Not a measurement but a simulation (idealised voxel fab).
Process module heading - voxel capacitor over wiring
For reference, the cross-section in this document is cut, with width 235 nm and square cells of 5 nm.
Think of the cross-section as a grid of square cells. We describe it in bands, top to bottom, and each band covers one or more rows of those cells. Top height, bottom height, nm. Materials left to right, width each, nm. Single material + "edge to edge" = fills band edge to edge. "blank" = empty. Heights are expressed relative to 0, this being the level below which the as-received wafer comprises one material exclusively. The lowest band is unbounded in the downward direction and is denoted as in "0..down". You'd read "30->40" like this: the band's top row of cells is as wide as the first number, its bottom row is as wide as the second, and going down, every row changes width by the same amount as the row before did. The cross-section has no changed cell in any step marked "no alteration". "Closed void catalog" enumerates empty spaces isolated from the top, with no open way to it, that contain at least 8 cells, giving each as width x height at distance from the left edge, all three in nm. Formally, on a step line, whatever follows the settings is a remark that the simulator itself makes on the step. "overlay nm", when on a step's line for a step with a mask, measures how far to the right of its planned place the mask lay; a negative measure means to the left.
[Here's what the planned process steps look like]
| 1 | RECEIVE (material Si) |
| 2 | CONFORMAL_DEP (material SiO2; thk nm 10) |
| 3 | DIRECTIONAL_DEP (material TiN; thk nm 5) |
| 4 | DIRECTIONAL_DEP (material Ru; thk nm 25) |
| 5 | DIRECTIONAL_DEP (material aC; thk nm 10) |
| 6 | PATTERN (tone cover; mask id METAL_1; material resist; width nm 30; pitch nm 85; thk nm 30; overlay nm 0) |
| 7 | DIRECTIONAL_ETCH (etch materials aC; depth nm 10) |
| 8 | STRIP (etch materials resist) |
| 9 | DIRECTIONAL_ETCH (etch materials Ru; depth nm 25) |
| 10 | DIRECTIONAL_ETCH (etch materials TiN; depth nm 5) |
| 11 | STRIP (etch materials aC) |
| 12 | CONFORMAL_DEP (material SiCN; thk nm 5) |
| 13 | FILL_DEP (material lowk; thk nm 5) |
| 14 | CMP (height nm 40) |
| 15 | CONFORMAL_DEP (material SiCN; thk nm 5) |
| 16 | DIRECTIONAL_DEP (material SiO2; thk nm 10) |
| 17 | MASKED_ETCH (tone open; mask id PLUG_1; width nm 15; etch materials SiO2; depth nm 10; overlay nm 0) |
| 18 | MASKED_ETCH (tone open; mask id PLUG_1; width nm 15; etch materials SiCN; depth nm 5; overlay nm 0) |
| 19 | EPI (material Ru; thk nm 10) |
| 20 | EPI (material Ru; thk nm 5) |
| 21 | DIRECTIONAL_DEP (material TiN; thk nm 10) |
| 22 | DIRECTIONAL_DEP (material Al2O3; thk nm 5) |
| 23 | DIRECTIONAL_DEP (material TiN; thk nm 5) |
| 24 | DIRECTIONAL_DEP (material aC; thk nm 10) |
| 25 | PATTERN (tone cover; mask id UPPER_PLATE; material resist; width nm 60; thk nm 30; overlay nm 0) |
| 26 | DIRECTIONAL_ETCH (etch materials aC; depth nm 10) |
| 27 | STRIP (etch materials resist) |
| 28 | DIRECTIONAL_ETCH (etch materials TiN; depth nm 5) |
| 29 | DIRECTIONAL_ETCH (etch materials Al2O3; depth nm 5) |
| 30 | STRIP (etch materials aC) |
| 31 | MASKED_ETCH (tone cover; mask id LOWER_PLATE; width nm 70; etch materials TiN; depth nm 10; overlay nm 0) |
| 32 | FILL_DEP (material SiO2; thk nm 20) |
| 33 | CMP (height nm 90) |
| 34 | DIRECTIONAL_DEP (material aC; thk nm 15) |
| 35 | PATTERN (tone open; mask id PLUG_2; material resist; width nm 15; thk nm 30; overlay nm 0) |
| 36 | DIRECTIONAL_ETCH (etch materials aC; depth nm 15) |
| 37 | STRIP (etch materials resist) |
| 38 | DIRECTIONAL_ETCH (etch materials SiO2; depth nm 15) |
| 39 | STRIP (etch materials aC) |
| 40 | CONFORMAL_DEP (material TiN; thk nm 5) |
| 41 | FILL_DEP (material W; thk nm 5) |
| 42 | CMP (height nm 90) |
| 43 | CONFORMAL_DEP (material SiCN; thk nm 5) |
[As-received state of the wafer in cross-section, equivalent to post-step 1]
    0..down | Si edge to edge
    Closed void catalog: none
[Final wafer profile in cross-section after the module, from the same start and plan as above, with one mistake made during processing]
    95..90 | SiCN edge to edge
    90..85 | SiO2=75  TiN=60  SiO2=100
    85..80 | SiO2=75  Al2O3=60  SiO2=100
    80..70 | SiO2=70  TiN=70  SiO2=95
    70..55 | Ru edge to edge
    55..45 | TiN edge to edge
    45..40 | SiCN edge to edge
    40..15 | lowk=55  SiCN=5  Ru=30  SiCN=5  lowk=45  SiCN=5  Ru=30  SiCN=5  lowk=55
    15..10 | SiCN=60  TiN=30  SiCN=55  TiN=30  SiCN=60
    10..0 | SiO2 edge to edge
    0..down | Si edge to edge
    Closed void catalog: none
what went wrong: step 16 went in with a setting other than planned; the actual run was DIRECTIONAL_DEP (material TiN; thk nm 10)
